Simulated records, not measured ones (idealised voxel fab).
You're looking at the process module voxel released beams.
Square cells of 5 nm make up the cross-section cut, whose width is 290 nm.
Square cells in a grid make up a cross-section in this document, and the grid is given as bands, listed from the top down, each one or more rows of cells.
Within each band entry, the heights of the top and of the bottom of the band appear first, in that order and in nm; the materials of the band then follow from left to right, each with its corresponding width in nm. The designation "edge to edge" on a single material indicates that it fills the band from edge to edge; the designation "air" indicates empty space.
A quick word on heights: they are counted from 0, and under that level the wafer as it came to us is one material throughout. The lowest band is different from the rest in having no bottom; it simply continues downward, written as in "0..down".
Read "30 to 40" as a graded width: first number on top, second number at the bottom, same change between each pair of neighbouring rows.
What does "same as before" mean for a step? It means no cell of the cross-section changed in that step.
In "Trapped cavities" the enclosed voids are listed, meaning empty spaces of 8 cells or larger without any opening to the top. The form is width x height at distance, distance from the left edge, units nm.
On a step's line, text after the settings is the simulator commenting on that step.
overlay nm: mask offset rightward from planned place, masked step; negative means leftward offset.

Steps planned for the process:
1,RECEIVE, material Si
2,CONFORMAL_DEP, material SiN, thk nm 10
3,DIRECTIONAL_DEP, material SiO2, thk nm 10
4,PATTERN, tone open, mask id ANCHOR, material resist, width nm 45, thk nm 15, overlay nm -15
5,DIRECTIONAL_ETCH, etch materials SiO2, depth nm 10
6,STRIP, etch materials resist
7,CONFORMAL_DEP, material polySi, thk nm 15
8,MASKED_ETCH, tone cover, mask id BEAM, width nm 105, etch materials polySi, depth nm 15, overlay nm 0
9,STRIP, etch materials SiO2
What sets these wafers apart? The overlay nm at step 4. They all start alike, and the plan carries the first wafer's value.

The as-received cross-section of the first of several wafers corresponds to the state after step 1:
* 0..down = Si edge to edge
* Trapped cavities: none

First wafer of several, cross-section, module end, after step 9 (last):
* 35..25 = air 90 nm, then polySi 5 nm, then air 15 nm, then polySi 85 nm, then air 95 nm
* 25..20 = air 90 nm, then polySi 105 nm, then air 95 nm
* 20..10 = air 80 nm, then polySi 45 nm, then air 165 nm
* 10..0 = SiN edge to edge
* 0..down = Si edge to edge
* Trapped cavities: none

Last wafer, end of module, cross-section:
* 35..25 = air 90 nm, then polySi 35 nm, then air 15 nm, then polySi 55 nm, then air 95 nm
* 25..20 = air 90 nm, then polySi 105 nm, then air 95 nm
* 20..10 = air 110 nm, then polySi 45 nm, then air 135 nm
* 10..0 = SiN edge to edge
* 0..down = Si edge to edge
* Trapped cavities: none

Every row in this table is a wafer at the end of the module, and it gives, for each of the materials, the cells that wafer has gained (+) or lost (-) since it was received, then its closed voids:
overlay nm -15, +116 SiN, +75 polySi, Trapped cavities: none
overlay nm -10, +116 SiN, +75 polySi, Trapped cavities: none
overlay nm -5, +116 SiN, +75 polySi, Trapped cavities: none
overlay nm 0, +116 SiN, +75 polySi, Trapped cavities: none
overlay nm 5, +116 SiN, +75 polySi, Trapped cavities: none
overlay nm 10, +116 SiN, +75 polySi, Trapped cavities: none
overlay nm 15, +116 SiN, +75 polySi, Trapped cavities: none
